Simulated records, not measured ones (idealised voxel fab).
Title: Process Module voxel double patterning
The width of the displayed cross-section, cut, is 230 nm; its cells are square, with a size of 5 nm.
Format of a cross-section: grid, square cells. Given as bands. Order: top down. Band: one or more rows of cells. In this notation a band is specified by the heights of its top and bottom, in that order and in nm, after which its materials appear from left to right, each paired with its width in nm. The word "edge to edge" attached to a single material means that material fills the band from edge to edge; the word "empty" stands for empty space. Measure heights from 0. That's the level where, below it, the as-received wafer is all one material. The lowest band is bottomless and extends downward; write it as in "0 nm and below". So if you see something like "30..40" for the width, read it as the top row of the band sitting at the first number and the bottom row at the second, with every row in between moving by the same amount as the last. Step marked "stayed the same"? Then no cell in the cross-section changed in it. "Trapped voids" means: voids of 8 cells or more that are shut off from the top with no open way through. Written width x height at distance, distance from the left edge, in nm. On each step's line, the part that comes after the settings is the simulator's own comment on the step. overlay nm: mask offset rightward from planned place, masked step; negative means leftward offset.
Process steps - plan:
1) RECEIVE,material Si
2) CONFORMAL_DEP,material SiO2,thk nm 5
3) DIRECTIONAL_DEP,material TiN,thk nm 10
4) DIRECTIONAL_DEP,material SiCN,thk nm 5
5) DIRECTIONAL_DEP,material aC,thk nm 15
6) PATTERN,tone open,mask id FIRST,material resist,width nm 15,pitch nm 50,thk nm 30,overlay nm 0
7) DIRECTIONAL_ETCH,etch materials aC,depth nm 15
8) STRIP,etch materials resist
9) DIRECTIONAL_ETCH,etch materials SiCN,depth nm 5
10) STRIP,etch materials aC
11) MASKED_ETCH,tone open,mask id SECOND,width nm 15,etch materials SiCN,depth nm 5,overlay nm 0
12) DIRECTIONAL_ETCH,etch materials TiN,depth nm 10
13) STRIP,etch materials SiCN
Cross-section of the wafer upon arrival, representing the state reached after step 1:
	0 nm and below | Si edge to edge
	Trapped voids: none
First of two wafers: cross-section at end of module, run per plan:
	15 nm to 5 nm | TiN=80  empty=15  TiN=10  empty=15  TiN=10  empty=15  TiN=85
	5 nm to 0 nm | SiO2 edge to edge
	0 nm and below | Si edge to edge
	Trapped voids: none
This is the second of the two wafers, cross-sectioned at the end of the module; it started exactly like the first and was given the same plan, but it was run with one mistake:
	15 nm to 5 nm | TiN=80  empty=15  TiN=10  empty=20  TiN=5  empty=15  TiN=85
	5 nm to 0 nm | SiO2 edge to edge
	0 nm and below | Si edge to edge
	Trapped voids: none
Nonconformance to the process plan: note that step 11 departed from the planned setting and was carried out as MASKED_ETCH,tone open,mask id SECOND,width nm 20,etch materials SiCN,depth nm 5,overlay nm 0
Materials where the second wafer ends with more or fewer cells than the first: -2 TiN
